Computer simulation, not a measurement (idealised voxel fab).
process module | voxel self aligned contacts
cross-section cut | 185 nm wide | cells 5 nm
A cross-section is a grid of square cells, given in bands from the top down. A band is one or more rows of cells.
Each band's line starts with the height of the band's top and of its bottom, in nm. Then come its materials from left to right, each with its width in nm. One material with "throughout" fills the band from edge to edge. "air" is empty space.
Height 0 is the level under which the wafer as received is all one material. The lowest band goes on downwards, as in "0 down".
A width such as "30 to 40" changes by the same amount from each row of cells to the next, from the band's top row to its bottom row.
"no change" after a step means that no cell of the cross-section changed.
closed voids: empty space of 8 cells or more with no open way to the top, each as width x height at its distance from the left edge, in nm
after a step's settings: what the simulator itself notes on the step
overlay nm, on a step with a mask: how far to the right of its planned place the mask lay; to the left if negative
plan
1 op RECEIVE | material Si
2 op OXIDIZE | depth nm 5
3 op DIRECTIONAL_DEP | material polySi | thk nm 30
4 op DIRECTIONAL_DEP | material SiN | thk nm 15
5 op PATTERN | tone cover | mask id GATE | material resist | width nm 25 | pitch nm 50 | thk nm 15 | overlay nm 0
6 op DIRECTIONAL_ETCH | etch materials SiN | depth nm 15
7 op DIRECTIONAL_ETCH | etch materials polySi | depth nm 30
8 op STRIP | etch materials resist
9 op CONFORMAL_DEP | material SiN | thk nm 5
10 op DIRECTIONAL_ETCH | etch materials SiN | depth nm 5
11 op FILL_DEP | material SiO2 | thk nm 15
12 op CMP | height nm 50
13 op MASKED_ETCH | tone open | mask id CONTACT | width nm 35 | etch materials SiO2 | depth nm 55 | overlay nm 0
14 op CONFORMAL_DEP | material TiN | thk nm 5
15 op FILL_DEP | material W | thk nm 5
16 op CMP | height nm 50
17 op CONFORMAL_DEP | material SiCN | thk nm 5
as received, after step 1
  0 down: Si throughout
  closed voids: none
a wafer at the end: this start, this plan, one mistake
  60 to 55: SiCN throughout
  55 to 50: TiN 80 | W 25 | TiN 80
  50 to 45: SiO2 75 | TiN 15 | W 5 | TiN 15 | SiO2 75
  45 to 30: SiO2 50 | SiN 35 | TiN 5 | W 5 | TiN 5 | SiN 35 | SiO2 50
  30 to 0: SiO2 50 | SiN 5 | polySi 25 | SiN 5 | TiN 5 | W 5 | TiN 5 | SiN 5 | polySi 25 | SiN 5 | SiO2 50
  0 to -5: SiO2 85 | TiN 15 | SiO2 85
  -5 down: Si throughout
  closed voids: none
what went wrong: step 16 ran as: op CMP | height nm 55
